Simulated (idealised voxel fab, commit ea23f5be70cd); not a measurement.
Process module name: voxel double patterning
The figure presents cross-section cut, which has a width of 190 nm and is divided into square cells with an edge length of 5 nm.
Format of a cross-section: grid, square cells. Given as bands. Order: top down. Band: one or more rows of cells.
What a band's entry tells you: where the top is and where the bottom is, as heights in nm, and after that what lies inside, material by material from left to right, each with its width in nm. Empty space is written as the word "air", and a single material marked with the word "edge to edge" occupies the band from edge to edge.
Height 0 is the level under which the wafer as received is all one material. The lowest band goes on downwards, as in "0 and below".
Note: "30 to 40" means the width goes from the first number (top row of the band) to the second number (bottom row) in equal steps per row of cells.
Step marked "stayed the same"? Then no cell in the cross-section changed in it.
Reported under the label "Closed void entries" are the empty spaces having no open way to the top and comprising 8 cells or more; the notation for each is width x height at distance, in which the distance is measured from the left edge and all three values are in nm.
Whatever follows a step's settings on its line is a remark the simulator itself makes about that step.
The setting "overlay nm" may be written on the line of a step. When the step uses a mask, the value reports how far to the right of the planned place the mask lay, and a negative value reports that it lay to the left.
-- Steps in the process plan
1: RECEIVE | material Si
2: CONFORMAL_DEP | material SiO2 | thk nm 10
3: DIRECTIONAL_DEP | material polySi | thk nm 10
4: DIRECTIONAL_DEP | material SiCN | thk nm 10
5: PATTERN | tone open | mask id FIRST | material resist | width nm 15 | pitch nm 50 | thk nm 20 | overlay nm 0
6: DIRECTIONAL_ETCH | etch materials SiCN | depth nm 10
7: STRIP | etch materials resist
8: MASKED_ETCH | tone open | mask id SECOND | width nm 15 | etch materials SiCN | depth nm 10 | overlay nm 0
9: DIRECTIONAL_ETCH | etch materials polySi | depth nm 10
10: STRIP | etch materials SiCN
-- This is the cross-section of the wafer as we received it, i.e. after step 1
0 and below: Si edge to edge
Closed void entries: none
-- Final cross-section, module run with one mistake (start and plan as above)
20 down to 10: polySi: 60, air: 20, polySi: 5, air: 15, polySi: 10, air: 20, polySi: 60
10 down to 0: SiO2 edge to edge
0 and below: Si edge to edge
Closed void entries: none
Want to know what went wrong? heads up, step 5 didn't go per plan, it actually ran as PATTERN | tone open | mask id FIRST | material resist | width nm 20 | pitch nm 50 | thk nm 20 | overlay nm 0
